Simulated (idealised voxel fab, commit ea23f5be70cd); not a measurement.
The process module presented herein is designated voxel ribs on slabs.
Pictured: cross-section cut, 225 nm wide, on a grid of 5 nm square cells.
How to read a cross-section here: the picture is a grid of square cells, written as bands going from the top down, and any band can span one or more rows of cells. Top, bottom (nm), then materials left to right with widths (nm); lone material tagged "throughout" fills the whole band edge to edge; "air" = empty space. Convention: height 0 is the level below which the wafer, as received, is all one material. The lowest band does not terminate at the bottom but continues downward, represented as "0 down". The width entry "30..40" should be interpreted row by row: the top row of cells in the band takes the first number, the bottom row takes the second number, and the change between adjacent rows is uniform throughout. The cross-section has no changed cell in any step marked "no change occurred". Entry "Enclosed voids" = empty spaces >= 8 cells with no open way to the top; each as width x height at distance, distance from left edge, all nm. Post-settings text on a step line: simulator's own remark regarding the step. If you see "overlay nm" on a step's line and that step has a mask, it's telling you how far right of where it was planned the mask ended up; a negative number means it went left instead.
## plan
1. op RECEIVE | material Si
2. op DIRECTIONAL_DEP | material SiO2 | thk nm 25
3. op DIRECTIONAL_DEP | material SiN | thk nm 20
4. op MASKED_ETCH | tone cover | mask id RIB | width nm 30 | etch materials SiN | depth nm 10 | overlay nm 0
5. op PATTERN | tone cover | mask id SLAB | material resist | width nm 80 | thk nm 20 | overlay nm 0
6. op DIRECTIONAL_ETCH | etch materials SiN | depth nm 10
7. op STRIP | etch materials resist
8. op FILL_DEP | material SiO2 | thk nm 20
9. op CMP | height nm 60
10. op DIRECTIONAL_DEP | material W | thk nm 10
11. op DIRECTIONAL_DEP | material aC | thk nm 15
12. op PATTERN | tone cover | mask id HEATER | material resist | width nm 40 | thk nm 30 | overlay nm 0
13. op DIRECTIONAL_ETCH | etch materials aC | depth nm 15
14. op STRIP | etch materials resist
15. op DIRECTIONAL_ETCH | etch materials W | depth nm 10
16. op STRIP | etch materials aC
17. op CONFORMAL_DEP | material SiN | thk nm 5
## The first wafer of two, processed as planned
## Cross-section of the wafer as it came to us, i.e., already through step 1
* 0 down = Si throughout
* Enclosed voids: none
## How the wafer stands in section after step 2
* 25 to 0 = SiO2 throughout
* At heights below 0, the structure remains unaltered.
## How the wafer stands in section after step 3
* 45 to 25 = SiN throughout
* At heights below 25, the structure remains unaltered.
## How the wafer stands in section after step 4
* 45 to 35 = air (95), SiN (30), air (100)
* At heights below 35, the structure remains unaltered.
## How the wafer stands in section after step 5
* 65 to 45 = air (70), resist (80), air (75)
* 45 to 35 = air (70), resist (25), SiN (30), resist (25), air (75)
* At heights below 35, the structure remains unaltered.
## How the wafer stands in section after step 6
* 65 to 45 = air (70), resist (80), air (75)
* 45 to 35 = air (70), resist (25), SiN (30), resist (25), air (75)
* 35 to 25 = air (70), SiN (80), air (75)
* At heights below 25, the structure remains unaltered.
## How the wafer stands in section after step 7
* 45 to 35 = air (95), SiN (30), air (100)
* At heights below 35, the structure remains unaltered.
## How the wafer stands in section after step 8
* 65 to 45 = SiO2 throughout
* 45 to 35 = SiO2 (95), SiN (30), SiO2 (100)
* 35 to 25 = SiO2 (70), SiN (80), SiO2 (75)
* At heights below 25, the structure remains unaltered.
## How the wafer stands in section after step 9
* 60 to 45 = SiO2 throughout
* At heights below 45, the structure remains unaltered.
## How the wafer stands in section after step 10
* 70 to 60 = W throughout
* At heights below 60, the structure remains unaltered.
## How the wafer stands in section after step 11
* 85 to 70 = aC throughout
* At heights below 70, the structure remains unaltered.
## How the wafer stands in section after step 12
* 115 to 85 = air (90), resist (40), air (95)
* At heights below 85, the structure remains unaltered.
## How the wafer stands in section after step 13
* 100 to 85 = air (90), resist (40), air (95)
* 85 to 70 = air (90), aC (40), air (95)
* At heights below 70, the structure remains unaltered.
## How the wafer stands in section after step 14
* 85 to 70 = air (90), aC (40), air (95)
* At heights below 70, the structure remains unaltered.
## How the wafer stands in section after step 15
* 85 to 70 = air (90), aC (40), air (95)
* 70 to 60 = air (90), W (40), air (95)
* At heights below 60, the structure remains unaltered.
## How the wafer stands in section after step 16
* 70 to 60 = air (90), W (40), air (95)
* At heights below 60, the structure remains unaltered.
## How the wafer stands in section after step 17
* 75 to 70 = air (85), SiN (50), air (90)
* 70 to 65 = air (85), SiN (5), W (40), SiN (5), air (90)
* 65 to 60 = SiN (90), W (40), SiN (95)
* At heights below 60, the structure remains unaltered.
## For the second wafer, take the first wafer's start and plan, then add one mistake made in running it; everything through step 16, that step included, is shared with the first
Cross-section, second wafer, at the end time the plan gives for step 17: no change occurred
Finding, execution versus plan: step 17 of the plan was omitted and not executed
Counted in cells at the end, the second wafer holds more or fewer of these materials than the first: 49 fewer of SiN
